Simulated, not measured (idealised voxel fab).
voxel transistor to metal: a process module
For reference, the cross-section in this document is cut, with width 240 nm and square cells of 5 nm.
Cross-section, as written here: a square-cell grid given band by band from the top down, where a band holds one or more rows of cells. Basically the band line says how high the top is and how high the bottom is, in nm, and then what's in it from left to right, every material with its width in nm. Empty space shows up as "air", and if a single material carries "edge to edge" it runs the full band edge to edge. Height reference: 0 = level under which incoming wafer is all one material. Lowest band: no bottom, runs on downward, e.g. "0 nm and below". Think of "30->40" as a width that walks from the first number to the second as you go down the band, top row to bottom row, taking equal-sized steps from row to row. It should be understood that the words "nothing got changed", when stated for a given step, signify that the cross-section underwent no change in any of its cells during that step. Any empty space of 8 cells or more lacking an open way to the top shows up in "Enclosed cavity list" as width x height at distance, distance from the left edge, in nm. Text after the settings on a step's line: the simulator's own remark on that step. A step line may carry the setting "overlay nm", which, for steps involving a mask, states the distance by which the mask lay to the right of its intended position; negative values denote displacement to the left.

## Process steps - plan
1,RECEIVE | material Si
2,CONFORMAL_DEP | material SiO2 | thk nm 5
3,CONFORMAL_DEP | material SiN | thk nm 15
4,PATTERN | tone cover | mask id ACTIVE | material resist | width nm 95 | pitch nm 115 | thk nm 15 | overlay nm 0
5,DIRECTIONAL_ETCH | etch materials SiN | depth nm 15
6,DIRECTIONAL_ETCH | etch materials SiO2 | depth nm 5
7,DIRECTIONAL_ETCH | etch materials Si | depth nm 35
8,STRIP | etch materials resist
9,OXIDIZE | depth nm 5
10,FILL_DEP | material SiO2 | thk nm 5
11,CMP | height nm 20
12,SELECTIVE_ETCH | etch materials SiO2 | depth nm 10
13,STRIP | etch materials SiN
14,SELECTIVE_ETCH | etch materials SiO2 | depth nm 5
15,OXIDIZE | depth nm 5
16,DIRECTIONAL_DEP | material polySi | thk nm 20
17,DIRECTIONAL_DEP | material SiCN | thk nm 15
18,DIRECTIONAL_DEP | material aC | thk nm 15
19,PATTERN | tone cover | mask id GATE | material resist | width nm 15 | pitch nm 115 | thk nm 30 | overlay nm 0
20,DIRECTIONAL_ETCH | etch materials aC | depth nm 15
21,STRIP | etch materials resist
22,DIRECTIONAL_ETCH | etch materials SiCN | depth nm 25
23,DIRECTIONAL_ETCH | etch materials polySi | depth nm 30
24,STRIP | etch materials aC
25,CONFORMAL_DEP | material SiN | thk nm 10
26,DIRECTIONAL_ETCH | etch materials SiN | depth nm 10
27,DIRECTIONAL_ETCH | etch materials SiO2 | depth nm 5
28,DIRECTIONAL_ETCH | etch materials Si | depth nm 10
29,EPI | material pSi | thk nm 10
30,FILL_DEP | material SiO2 | thk nm 10
31,CMP | height nm 35
32,DIRECTIONAL_DEP | material SiO2 | thk nm 10
33,PATTERN | tone open | mask id CONTACT | material resist | width nm 30 | thk nm 15 | overlay nm 0
34,DIRECTIONAL_ETCH | etch materials SiO2 | depth nm 50
35,STRIP | etch materials resist
36,CONFORMAL_DEP | material TiN | thk nm 5
37,FILL_DEP | material Ru | thk nm 5
38,CMP | height nm 45
39,DIRECTIONAL_DEP | material TiN | thk nm 5
40,DIRECTIONAL_DEP | material W | thk nm 15
41,MASKED_ETCH | tone cover | mask id METAL_1 | width nm 15 | etch materials W | depth nm 15 | overlay nm 0
42,MASKED_ETCH | tone cover | mask id METAL_1 | width nm 15 | etch materials TiN | depth nm 5 | overlay nm 0
43,FILL_DEP | material SiO2 | thk nm 5
44,CMP | height nm 65
45,CONFORMAL_DEP | material SiN | thk nm 5

## Concerning the first of two wafers, which was run in accordance with the plan

## The cross-section here shows the wafer as received, i.e. in its state after step 1
  0 nm and below | Si edge to edge
  Enclosed cavity list: none

## after step 2
  5 nm to 0 nm | SiO2 edge to edge
  Below 0, the layers are the same as they were.

## after step 3
  20 nm to 5 nm | SiN edge to edge
  Below 5, the layers are the same as they were.

## after step 4
  35 nm to 20 nm | air=15 / resist=95 / air=20 / resist=95 / air=15
  Below 20, the layers are the same as they were.

## after step 5
  35 nm to 20 nm | air=15 / resist=95 / air=20 / resist=95 / air=15
  20 nm to 5 nm | air=15 / SiN=95 / air=20 / SiN=95 / air=15
  Below 5, the layers are the same as they were.

## after step 6
  35 nm to 20 nm | air=15 / resist=95 / air=20 / resist=95 / air=15
  20 nm to 5 nm | air=15 / SiN=95 / air=20 / SiN=95 / air=15
  5 nm to 0 nm | air=15 / SiO2=95 / air=20 / SiO2=95 / air=15
  Below 0, the layers are the same as they were.

## after step 7
  35 nm to 20 nm | air=15 / resist=95 / air=20 / resist=95 / air=15
  20 nm to 5 nm | air=15 / SiN=95 / air=20 / SiN=95 / air=15
  5 nm to 0 nm | air=15 / SiO2=95 / air=20 / SiO2=95 / air=15
  0 nm to -35 nm | air=15 / Si=95 / air=20 / Si=95 / air=15
  Below -35, the layers are the same as they were.

## after step 8
  20 nm to 5 nm | air=15 / SiN=95 / air=20 / SiN=95 / air=15
  Below 5, the layers are the same as they were.

## after step 9
  20 nm to 5 nm | air=15 / SiN=95 / air=20 / SiN=95 / air=15
  5 nm to 0 nm | air=15 / SiO2=95 / air=20 / SiO2=95 / air=15
  0 nm to -35 nm | air=15 / SiO2=5 / Si=85 / SiO2=5 / air=20 / SiO2=5 / Si=85 / SiO2=5 / air=15
  -35 nm to -40 nm | SiO2=20 / Si=85 / SiO2=30 / Si=85 / SiO2=20
  Below -40, the layers are the same as they were.

## after step 10
  25 nm to 20 nm | SiO2 edge to edge
  20 nm to 5 nm | SiO2=15 / SiN=95 / SiO2=20 / SiN=95 / SiO2=15
  5 nm to 0 nm | SiO2 edge to edge
  0 nm to -40 nm | SiO2=20 / Si=85 / SiO2=30 / Si=85 / SiO2=20
  Below -40, the layers are the same as they were.

## after step 11
  20 nm to 5 nm | SiO2=15 / SiN=95 / SiO2=20 / SiN=95 / SiO2=15
  Below 5, the layers are the same as they were.

## after step 12
  20 nm to 10 nm | air=15 / SiN=95 / air=20 / SiN=95 / air=15
  Below 10, the layers are the same as they were.

## after step 13
  10 nm to 5 nm | SiO2=15 / air=95 / SiO2=20 / air=95 / SiO2=15
  Below 5, the layers are the same as they were.

## after step 14
  5 nm to 0 nm | SiO2=10 / air=105 / SiO2=10 / air=105 / SiO2=10
  Below 0, the layers are the same as they were.

## after step 15
  5 nm to 0 nm | SiO2=10 / air=105 / SiO2=10 / air=105 / SiO2=10
  0 nm to -5 nm | SiO2 edge to edge
  Below -5, the layers are the same as they were.

## after step 16
  25 nm to 20 nm | polySi=10 / air=105 / polySi=10 / air=105 / polySi=10
  20 nm to 5 nm | polySi edge to edge
  5 nm to 0 nm | SiO2=10 / polySi=105 / SiO2=10 / polySi=105 / SiO2=10
  Below 0, the layers are the same as they were.

## after step 17
  40 nm to 35 nm | SiCN=10 / air=105 / SiCN=10 / air=105 / SiCN=10
  35 nm to 25 nm | SiCN edge to edge
  25 nm to 20 nm | polySi=10 / SiCN=105 / polySi=10 / SiCN=105 / polySi=10
  Below 20, the layers are the same as they were.

## after step 18
  55 nm to 50 nm | aC=10 / air=105 / aC=10 / air=105 / aC=10
  50 nm to 40 nm | aC edge to edge
  40 nm to 35 nm | SiCN=10 / aC=105 / SiCN=10 / aC=105 / SiCN=10
  Below 35, the layers are the same as they were.

## after step 19
  85 nm to 55 nm | air=55 / resist=15 / air=100 / resist=15 / air=55
  55 nm to 50 nm | aC=10 / air=45 / resist=15 / air=45 / aC=10 / air=45 / resist=15 / air=45 / aC=10
  Below 50, the layers are the same as they were.

## after step 20
  70 nm to 50 nm | air=55 / resist=15 / air=100 / resist=15 / air=55
  50 nm to 40 nm | air=55 / aC=15 / air=100 / aC=15 / air=55
  40 nm to 35 nm | SiCN=10 / air=45 / aC=15 / air=45 / SiCN=10 / air=45 / aC=15 / air=45 / SiCN=10
  Below 35, the layers are the same as they were.

## after step 21
  50 nm to 40 nm | air=55 / aC=15 / air=100 / aC=15 / air=55
  Below 40, the layers are the same as they were.

## after step 22
  50 nm to 35 nm | air=55 / aC=15 / air=100 / aC=15 / air=55
  35 nm to 25 nm | air=55 / SiCN=15 / air=100 / SiCN=15 / air=55
  25 nm to 20 nm | polySi=10 / air=45 / SiCN=15 / air=45 / polySi=10 / air=45 / SiCN=15 / air=45 / polySi=10
  Below 20, the layers are the same as they were.

## after step 23
  50 nm to 35 nm | air=55 / aC=15 / air=100 / aC=15 / air=55
  35 nm to 20 nm | air=55 / SiCN=15 / air=100 / SiCN=15 / air=55
  20 nm to 5 nm | air=55 / polySi=15 / air=100 / polySi=15 / air=55
  5 nm to 0 nm | SiO2=10 / air=45 / polySi=15 / air=45 / SiO2=10 / air=45 / polySi=15 / air=45 / SiO2=10
  Below 0, the layers are the same as they were.

## after step 24
  35 nm to 20 nm | air=55 / SiCN=15 / air=100 / SiCN=15 / air=55
  Below 20, the layers are the same as they were.

## after step 25
  45 nm to 35 nm | air=45 / SiN=35 / air=80 / SiN=35 / air=45
  35 nm to 20 nm | air=45 / SiN=10 / SiCN=15 / SiN=10 / air=80 / SiN=10 / SiCN=15 / SiN=10 / air=45
  20 nm to 15 nm | air=45 / SiN=10 / polySi=15 / SiN=10 / air=80 / SiN=10 / polySi=15 / SiN=10 / air=45
  15 nm to 10 nm | SiN=20 / air=25 / SiN=10 / polySi=15 / SiN=10 / air=25 / SiN=30 / air=25 / SiN=10 / polySi=15 / SiN=10 / air=25 / SiN=20
  10 nm to 5 nm | SiN=55 / polySi=15 / SiN=100 / polySi=15 / SiN=55
  5 nm to 0 nm | SiO2=10 / SiN=45 / polySi=15 / SiN=45 / SiO2=10 / SiN=45 / polySi=15 / SiN=45 / SiO2=10
  Below 0, the layers are the same as they were.

## after step 26
  35 nm to 20 nm | air=45 / SiN=10 / SiCN=15 / SiN=10 / air=80 / SiN=10 / SiCN=15 / SiN=10 / air=45
  20 nm to 5 nm | air=45 / SiN=10 / polySi=15 / SiN=10 / air=80 / SiN=10 / polySi=15 / SiN=10 / air=45
  5 nm to 0 nm | SiO2=10 / SiN=10 / air=25 / SiN=10 / polySi=15 / SiN=10 / air=25 / SiN=10 / SiO2=10 / SiN=10 / air=25 / SiN=10 / polySi=15 / SiN=10 / air=25 / SiN=10 / SiO2=10
  Below 0, the layers are the same as they were.

## after step 27
  35 nm to 20 nm | air=45 / SiN=10 / SiCN=15 / SiN=10 / air=80 / SiN=10 / SiCN=15 / SiN=10 / air=45
  20 nm to 5 nm | air=45 / SiN=10 / polySi=15 / SiN=10 / air=80 / SiN=10 / polySi=15 / SiN=10 / air=45
  5 nm to 0 nm | air=10 / SiN=10 / air=25 / SiN=10 / polySi=15 / SiN=10 / air=25 / SiN=10 / air=10 / SiN=10 / air=25 / SiN=10 / polySi=15 / SiN=10 / air=25 / SiN=10 / air=10
  0 nm to -5 nm | SiO2=20 / air=25 / SiO2=35 / air=25 / SiO2=30 / air=25 / SiO2=35 / air=25 / SiO2=20
  Below -5, the layers are the same as they were.

## after step 28
  35 nm to 20 nm | air=45 / SiN=10 / SiCN=15 / SiN=10 / air=80 / SiN=10 / SiCN=15 / SiN=10 / air=45
  20 nm to 5 nm | air=45 / SiN=10 / polySi=15 / SiN=10 / air=80 / SiN=10 / polySi=15 / SiN=10 / air=45
  5 nm to 0 nm | air=10 / SiN=10 / air=25 / SiN=10 / polySi=15 / SiN=10 / air=25 / SiN=10 / air=10 / SiN=10 / air=25 / SiN=10 / polySi=15 / SiN=10 / air=25 / SiN=10 / air=10
  0 nm to -5 nm | SiO2=20 / air=25 / SiO2=35 / air=25 / SiO2=30 / air=25 / SiO2=35 / air=25 / SiO2=20
  -5 nm to -15 nm | SiO2=20 / air=25 / Si=35 / air=25 / SiO2=30 / air=25 / Si=35 / air=25 / SiO2=20
  Below -15, the layers are the same as they were.

## after step 29
  35 nm to 20 nm | air=45 / SiN=10 / SiCN=15 / SiN=10 / air=80 / SiN=10 / SiCN=15 / SiN=10 / air=45
  20 nm to 5 nm | air=45 / SiN=10 / polySi=15 / SiN=10 / air=80 / SiN=10 / polySi=15 / SiN=10 / air=45
  5 nm to 0 nm | air=10 / SiN=10 / air=15 / pSi=10 / SiN=10 / polySi=15 / SiN=10 / pSi=10 / air=15 / SiN=10 / air=10 / SiN=10 / air=15 / pSi=10 / SiN=10 / polySi=15 / SiN=10 / pSi=10 / air=15 / SiN=10 / air=10
  0 nm to -5 nm | SiO2=20 / air=15 / pSi=10 / SiO2=35 / pSi=10 / air=15 / SiO2=30 / air=15 / pSi=10 / SiO2=35 / pSi=10 / air=15 / SiO2=20
  -5 nm to -15 nm | SiO2=20 / pSi=25 / Si=35 / pSi=25 / SiO2=30 / pSi=25 / Si=35 / pSi=25 / SiO2=20
  Below -15, the layers are the same as they were.

## after step 30
  45 nm to 35 nm | SiO2 edge to edge
  35 nm to 20 nm | SiO2=45 / SiN=10 / SiCN=15 / SiN=10 / SiO2=80 / SiN=10 / SiCN=15 / SiN=10 / SiO2=45
  20 nm to 5 nm | SiO2=45 / SiN=10 / polySi=15 / SiN=10 / SiO2=80 / SiN=10 / polySi=15 / SiN=10 / SiO2=45
  5 nm to 0 nm | SiO2=10 / SiN=10 / SiO2=15 / pSi=10 / SiN=10 / polySi=15 / SiN=10 / pSi=10 / SiO2=15 / SiN=10 / SiO2=10 / SiN=10 / SiO2=15 / pSi=10 / SiN=10 / polySi=15 / SiN=10 / pSi=10 / SiO2=15 / SiN=10 / SiO2=10
  0 nm to -5 nm | SiO2=35 / pSi=10 / SiO2=35 / pSi=10 / SiO2=60 / pSi=10 / SiO2=35 / pSi=10 / SiO2=35
  Below -5, the layers are the same as they were.

## after step 31
  35 nm to 20 nm | SiO2=45 / SiN=10 / SiCN=15 / SiN=10 / SiO2=80 / SiN=10 / SiCN=15 / SiN=10 / SiO2=45
  Below 20, the layers are the same as they were.

## after step 32
  45 nm to 35 nm | SiO2 edge to edge
  Below 35, the layers are the same as they were.

## after step 33
  60 nm to 45 nm | resist=20 / air=30 / resist=25 / air=30 / resist=30 / air=30 / resist=25 / air=30 / resist=20
  Below 45, the layers are the same as they were.

## after step 34
  60 nm to 45 nm | resist=20 / air=30 / resist=25 / air=30 / resist=30 / air=30 / resist=25 / air=30 / resist=20
  45 nm to 35 nm | SiO2=20 / air=30 / SiO2=25 / air=30 / SiO2=30 / air=30 / SiO2=25 / air=30 / SiO2=20
  35 nm to 20 nm | SiO2=20 / air=25 / SiN=10 / SiCN=15 / SiN=10 / air=25 / SiO2=30 / air=25 / SiN=10 / SiCN=15 / SiN=10 / air=25 / SiO2=20
  20 nm to 5 nm | SiO2=20 / air=25 / SiN=10 / polySi=15 / SiN=10 / air=25 / SiO2=30 / air=25 / SiN=10 / polySi=15 / SiN=10 / air=25 / SiO2=20
  5 nm to 0 nm | SiO2=10 / SiN=10 / air=15 / pSi=10 / SiN=10 / polySi=15 / SiN=10 / pSi=10 / air=15 / SiN=10 / SiO2=10 / SiN=10 / air=15 / pSi=10 / SiN=10 / polySi=15 / SiN=10 / pSi=10 / air=15 / SiN=10 / SiO2=10
  0 nm to -5 nm | SiO2=20 / air=15 / pSi=10 / SiO2=35 / pSi=10 / air=15 / SiO2=30 / air=15 / pSi=10 / SiO2=35 / pSi=10 / air=15 / SiO2=20
  Below -5, the layers are the same as they were.

## after step 35
  45 nm to 35 nm | SiO2=20 / air=30 / SiO2=25 / air=30 / SiO2=30 / air=30 / SiO2=25 / air=30 / SiO2=20
  Below 35, the layers are the same as they were.

## after step 36
  50 nm to 45 nm | TiN=25 / air=20 / TiN=35 / air=20 / TiN=40 / air=20 / TiN=35 / air=20 / TiN=25
  45 nm to 35 nm | SiO2=20 / TiN=5 / air=20->15 / TiN=5->10 / SiO2=25 / TiN=5->10 / air=20->15 / TiN=5 / SiO2=30 / TiN=5 / air=20->15 / TiN=5->10 / SiO2=25 / TiN=5->10 / air=20->15 / TiN=5 / SiO2=20
  35 nm to 20 nm | SiO2=20 / TiN=5 / air=15 / TiN=5 / SiN=10 / SiCN=15 / SiN=10 / TiN=5 / air=15 / TiN=5 / SiO2=30 / TiN=5 / air=15 / TiN=5 / SiN=10 / SiCN=15 / SiN=10 / TiN=5 / air=15 / TiN=5 / SiO2=20
  20 nm to 10 nm | SiO2=20 / TiN=5 / air=15 / TiN=5 / SiN=10 / polySi=15 / SiN=10 / TiN=5 / air=15 / TiN=5 / SiO2=30 / TiN=5 / air=15 / TiN=5 / SiN=10 / polySi=15 / SiN=10 / TiN=5 / air=15 / TiN=5 / SiO2=20
  10 nm to 5 nm | SiO2=20 / TiN=5 / air=5 / TiN=15 / SiN=10 / polySi=15 / SiN=10 / TiN=15 / air=5 / TiN=5 / SiO2=30 / TiN=5 / air=5 / TiN=15 / SiN=10 / polySi=15 / SiN=10 / TiN=15 / air=5 / TiN=5 / SiO2=20
  5 nm to 0 nm | SiO2=10 / SiN=10 / TiN=5 / air=5 / TiN=5 / pSi=10 / SiN=10 / polySi=15 / SiN=10 / pSi=10 / TiN=5 / air=5 / TiN=5 / SiN=10 / SiO2=10 / SiN=10 / TiN=5 / air=5 / TiN=5 / pSi=10 / SiN=10 / polySi=15 / SiN=10 / pSi=10 / TiN=5 / air=5 / TiN=5 / SiN=10 / SiO2=10
  0 nm to -5 nm | SiO2=20 / TiN=15 / pSi=10 / SiO2=35 / pSi=10 / TiN=15 / SiO2=30 / TiN=15 / pSi=10 / SiO2=35 / pSi=10 / TiN=15 / SiO2=20
  Below -5, the layers are the same as they were.

## after step 37
  55 nm to 50 nm | Ru edge to edge
  50 nm to 45 nm | TiN=25 / Ru=20 / TiN=35 / Ru=20 / TiN=40 / Ru=20 / TiN=35 / Ru=20 / TiN=25
  45 nm to 35 nm | SiO2=20 / TiN=5 / Ru=20->15 / TiN=5->10 / SiO2=25 / TiN=5->10 / Ru=20->15 / TiN=5 / SiO2=30 / TiN=5 / Ru=20->15 / TiN=5->10 / SiO2=25 / TiN=5->10 / Ru=20->15 / TiN=5 / SiO2=20
  35 nm to 20 nm | SiO2=20 / TiN=5 / Ru=15 / TiN=5 / SiN=10 / SiCN=15 / SiN=10 / TiN=5 / Ru=15 / TiN=5 / SiO2=30 / TiN=5 / Ru=15 / TiN=5 / SiN=10 / SiCN=15 / SiN=10 / TiN=5 / Ru=15 / TiN=5 / SiO2=20
  20 nm to 10 nm | SiO2=20 / TiN=5 / Ru=15 / TiN=5 / SiN=10 / polySi=15 / SiN=10 / TiN=5 / Ru=15 / TiN=5 / SiO2=30 / TiN=5 / Ru=15 / TiN=5 / SiN=10 / polySi=15 / SiN=10 / TiN=5 / Ru=15 / TiN=5 / SiO2=20
  10 nm to 5 nm | SiO2=20 / TiN=5 / Ru=5 / TiN=15 / SiN=10 / polySi=15 / SiN=10 / TiN=15 / Ru=5 / TiN=5 / SiO2=30 / TiN=5 / Ru=5 / TiN=15 / SiN=10 / polySi=15 / SiN=10 / TiN=15 / Ru=5 / TiN=5 / SiO2=20
  5 nm to 0 nm | SiO2=10 / SiN=10 / TiN=5 / Ru=5 / TiN=5 / pSi=10 / SiN=10 / polySi=15 / SiN=10 / pSi=10 / TiN=5 / Ru=5 / TiN=5 / SiN=10 / SiO2=10 / SiN=10 / TiN=5 / Ru=5 / TiN=5 / pSi=10 / SiN=10 / polySi=15 / SiN=10 / pSi=10 / TiN=5 / Ru=5 / TiN=5 / SiN=10 / SiO2=10
  Below 0, the layers are the same as they were.

## after step 38
  45 nm to 35 nm | SiO2=20 / TiN=5 / Ru=20->15 / TiN=5->10 / SiO2=25 / TiN=5->10 / Ru=20->15 / TiN=5 / SiO2=30 / TiN=5 / Ru=20->15 / TiN=5->10 / SiO2=25 / TiN=5->10 / Ru=20->15 / TiN=5 / SiO2=20
  Below 35, the layers are the same as they were.

## after step 39
  50 nm to 45 nm | TiN edge to edge
  Below 45, the layers are the same as they were.

## after step 40
  65 nm to 50 nm | W edge to edge
  Below 50, the layers are the same as they were.

## after step 41
  65 nm to 50 nm | air=20 / W=15 / air=55 / W=15 / air=30 / W=15 / air=55 / W=15 / air=20
  Below 50, the layers are the same as they were.

## after step 42
  65 nm to 50 nm | air=20 / W=15 / air=55 / W=15 / air=30 / W=15 / air=55 / W=15 / air=20
  50 nm to 45 nm | air=20 / TiN=15 / air=55 / TiN=15 / air=30 / TiN=15 / air=55 / TiN=15 / air=20
  Below 45, the layers are the same as they were.

## after step 43
  70 nm to 65 nm | SiO2 edge to edge
  65 nm to 50 nm | SiO2=20 / W=15 / SiO2=55 / W=15 / SiO2=30 / W=15 / SiO2=55 / W=15 / SiO2=20
  50 nm to 45 nm | SiO2=20 / TiN=15 / SiO2=55 / TiN=15 / SiO2=30 / TiN=15 / SiO2=55 / TiN=15 / SiO2=20
  Below 45, the layers are the same as they were.

## after step 44
  65 nm to 50 nm | SiO2=20 / W=15 / SiO2=55 / W=15 / SiO2=30 / W=15 / SiO2=55 / W=15 / SiO2=20
  Below 50, the layers are the same as they were.

## after step 45
  70 nm to 65 nm | SiN edge to edge
  Below 65, the layers are the same as they were.

## Second wafer. Start and plan as for the first. One mistake made in running. Agrees with the first up to and including step 44

## Second wafer, cut view, end of step 45 per plan
  70 nm to 65 nm | polySi edge to edge
  Below 65, the layers are the same as they were.
Want to know what went wrong? off-plan run, step 45, actual operation and settings CONFORMAL_DEP | material polySi | thk nm 5
Wrapping up, a cell-based count of both wafers puts the second over or under the first for these materials: -48 SiN; +48 polySi
